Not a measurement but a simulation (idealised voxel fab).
This is a process module. Its name is voxel self aligned contacts.
180 nm wide, 5 nm square cells: that's cross-section cut.
Just so we're on the same page, the cross-sections are grids of square cells, and they're listed out in bands top to bottom, each band one or more rows deep. What a band's entry tells you: where the top is and where the bottom is, as heights in nm, and after that what lies inside, material by material from left to right, each with its width in nm. Empty space is written as the word "air", and a single material marked with the word "throughout" occupies the band from edge to edge. Measure heights from 0. That's the level where, below it, the as-received wafer is all one material. The lowest band is bottomless and extends downward; write it as in "from 0 down". Think of "30..40" as a width that walks from the first number to the second as you go down the band, top row to bottom row, taking equal-sized steps from row to row. Basically "remained unchanged" means that step didn't change any cell in the cross-section. "Closed internal cavities": empty spaces of 8 cells or more with no open way to the top, each given as width x height at distance, distance from the left edge, all in nm. Whatever follows a step's settings on its line is a remark the simulator itself makes about that step. The "overlay nm" setting may appear on a step's line; for a step that uses a mask, it gives how far to the right of its planned position the mask lay, and a negative value indicates the left.

PLANNED PROCESS STEPS
1: op RECEIVE | material Si
2: op CONFORMAL_DEP | material SiO2 | thk nm 5
3: op DIRECTIONAL_DEP | material polySi | thk nm 20
4: op DIRECTIONAL_DEP | material SiN | thk nm 20
5: op MASKED_ETCH | tone cover | mask id GATE | width nm 30 | pitch nm 75 | etch materials SiN | depth nm 20 | overlay nm 0
6: op MASKED_ETCH | tone cover | mask id GATE | width nm 30 | pitch nm 75 | etch materials polySi | depth nm 20 | overlay nm 0
7: op CONFORMAL_DEP | material SiN | thk nm 10
8: op DIRECTIONAL_ETCH | etch materials SiN | depth nm 10
9: op FILL_DEP | material SiO2 | thk nm 10
10: op CMP | height nm 50
11: op PATTERN | tone open | mask id CONTACT | material resist | width nm 55 | thk nm 20 | overlay nm 0
12: op DIRECTIONAL_ETCH | etch materials SiO2 | depth nm 50
13: op STRIP | etch materials resist
14: op CONFORMAL_DEP | material TiN | thk nm 5
15: op FILL_DEP | material Ru | thk nm 5
16: op CMP | height nm 50
17: op CONFORMAL_DEP | material SiCN | thk nm 5

WAFER AT RECEIPT (POST STEP 1), CROSS-SECTION
  from 0 down  Si throughout
  Closed internal cavities: none

STARTING WAFER: ABOVE. PLAN: ABOVE. RUN: ONE MISTAKE. CROSS-SECTION AFTER THE MODULE: BELOW
  from 55 to 50  SiCN throughout
  from 50 to 45  SiO2=60, then TiN=55, then SiO2=65
  from 45 to 25  SiN=45, then SiO2=10, then SiN=65, then SiO2=10, then SiN=50
  from 25 to 5  polySi throughout
  from 5 to 0  SiO2 throughout
  from 0 down  Si throughout
  Closed internal cavities: none
So what did we get wrong on this run? step 5 changed vs plan, executed as op MASKED_ETCH | tone open | mask id GATE | width nm 30 | pitch nm 75 | etch materials SiN | depth nm 20 | overlay nm 0
